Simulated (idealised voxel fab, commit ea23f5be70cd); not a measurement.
Documented hereafter: the process module known as voxel ribs on slabs.
Section shown: cut. Width: 200 nm. Cell size: 5 nm, square.
How to read a cross-section here: the picture is a grid of square cells, written as bands going from the top down, and any band can span one or more rows of cells.
First you get the band's top height and its bottom height, in nm, and then the materials it's made of, left to right, with each width in nm. If you see a single material with "everywhere", that one covers the band edge to edge. "blank" is empty space.
Heights are expressed relative to 0, this being the level below which the as-received wafer comprises one material exclusively. The lowest band is unbounded in the downward direction and is denoted as in "0 and below".
It should be noted that a width expressed as "30 to 40" varies in equal increments from row to row of cells within the band, taking the value of the first number at the top row and that of the second number at the bottom row.
A step reported as "nothing altered" is a step in which no cell of the cross-section changed.
Reported under the label "Enclosed void catalog" are the empty spaces having no open way to the top and comprising 8 cells or more; the notation for each is width x height at distance, in which the distance is measured from the left edge and all three values are in nm.
What comes after the settings on a step's line is commentary from the simulator itself on that step.
"overlay nm" on a masked step: distance the mask lay right of its planned place, negative for left.

### The process steps that were planned are listed below
1: RECEIVE, material Si
2: DIRECTIONAL_DEP, material SiO2, thk nm 25
3: DIRECTIONAL_DEP, material polySi, thk nm 25
4: PATTERN, tone cover, mask id RIB, material resist, width nm 15, thk nm 15, overlay nm 0
5: DIRECTIONAL_ETCH, etch materials polySi, depth nm 15
6: STRIP, etch materials resist
7: PATTERN, tone cover, mask id SLAB, material resist, width nm 45, thk nm 20, overlay nm 0
8: DIRECTIONAL_ETCH, etch materials polySi, depth nm 10
9: STRIP, etch materials resist
10: FILL_DEP, material SiO2, thk nm 25
11: CMP, height nm 70
12: DIRECTIONAL_DEP, material W, thk nm 5
13: DIRECTIONAL_DEP, material aC, thk nm 10
14: PATTERN, tone cover, mask id HEATER, material resist, width nm 25, thk nm 25, overlay nm 0
15: DIRECTIONAL_ETCH, etch materials aC, depth nm 10
16: STRIP, etch materials resist
17: DIRECTIONAL_ETCH, etch materials W, depth nm 5
18: STRIP, etch materials aC
19: CONFORMAL_DEP, material SiN, thk nm 5

### The first wafer of two, processed as planned

### Cross-section: wafer on arrival = after step 1
> 0 and below = Si everywhere
> Enclosed void catalog: none

### After step 2: wafer cross-section
> 25 down to 0 = SiO2 everywhere
> Everything under 0 stays put, no change at all.

### After step 3: wafer cross-section
> 50 down to 25 = polySi everywhere
> Everything under 25 stays put, no change at all.

### After step 4: wafer cross-section
> 65 down to 50 = blank 90 nm; resist 15 nm; blank 95 nm
> Everything under 50 stays put, no change at all.

### After step 5: wafer cross-section
> 65 down to 50 = blank 90 nm; resist 15 nm; blank 95 nm
> 50 down to 35 = blank 90 nm; polySi 15 nm; blank 95 nm
> Everything under 35 stays put, no change at all.

### After step 6: wafer cross-section
> 50 down to 35 = blank 90 nm; polySi 15 nm; blank 95 nm
> Everything under 35 stays put, no change at all.

### After step 7: wafer cross-section
> 70 down to 50 = blank 75 nm; resist 45 nm; blank 80 nm
> 50 down to 35 = blank 75 nm; resist 15 nm; polySi 15 nm; resist 15 nm; blank 80 nm
> Everything under 35 stays put, no change at all.

### After step 8: wafer cross-section
> 70 down to 50 = blank 75 nm; resist 45 nm; blank 80 nm
> 50 down to 35 = blank 75 nm; resist 15 nm; polySi 15 nm; resist 15 nm; blank 80 nm
> 35 down to 25 = blank 75 nm; polySi 45 nm; blank 80 nm
> Everything under 25 stays put, no change at all.

### After step 9: wafer cross-section
> 50 down to 35 = blank 90 nm; polySi 15 nm; blank 95 nm
> Everything under 35 stays put, no change at all.

### After step 10: wafer cross-section
> 75 down to 50 = SiO2 everywhere
> 50 down to 35 = SiO2 90 nm; polySi 15 nm; SiO2 95 nm
> 35 down to 25 = SiO2 75 nm; polySi 45 nm; SiO2 80 nm
> Everything under 25 stays put, no change at all.

### After step 11: wafer cross-section
> 70 down to 50 = SiO2 everywhere
> Everything under 50 stays put, no change at all.

### After step 12: wafer cross-section
> 75 down to 70 = W everywhere
> Everything under 70 stays put, no change at all.

### After step 13: wafer cross-section
> 85 down to 75 = aC everywhere
> Everything under 75 stays put, no change at all.

### After step 14: wafer cross-section
> 110 down to 85 = blank 85 nm; resist 25 nm; blank 90 nm
> Everything under 85 stays put, no change at all.

### After step 15: wafer cross-section
> 100 down to 85 = blank 85 nm; resist 25 nm; blank 90 nm
> 85 down to 75 = blank 85 nm; aC 25 nm; blank 90 nm
> Everything under 75 stays put, no change at all.

### After step 16: wafer cross-section
> 85 down to 75 = blank 85 nm; aC 25 nm; blank 90 nm
> Everything under 75 stays put, no change at all.

### After step 17: wafer cross-section
> 85 down to 75 = blank 85 nm; aC 25 nm; blank 90 nm
> 75 down to 70 = blank 85 nm; W 25 nm; blank 90 nm
> Everything under 70 stays put, no change at all.

### After step 18: wafer cross-section
> 75 down to 70 = blank 85 nm; W 25 nm; blank 90 nm
> Everything under 70 stays put, no change at all.

### After step 19: wafer cross-section
> 80 down to 75 = blank 80 nm; SiN 35 nm; blank 85 nm
> 75 down to 70 = SiN 85 nm; W 25 nm; SiN 90 nm
> Everything under 70 stays put, no change at all.

### Okay, second wafer. Nothing different at the start, nothing different in the plan, just one mistake somewhere in the running. As far as step 18, counting that step, it's the first wafer all over again

### Second wafer at the planned finish of step 19, seen in cross-section
> 90 down to 85 = blank 70 nm; SiN 55 nm; blank 75 nm
> 85 down to 75 = SiN everywhere
> 75 down to 70 = SiN 85 nm; W 25 nm; SiN 90 nm
> Everything under 70 stays put, no change at all.
what went wrong: in deviation from the planned setting, step 19 was conducted as CONFORMAL_DEP, material SiN, thk nm 15
Cell-count delta at end, second wafer over first, by material: SiN +84
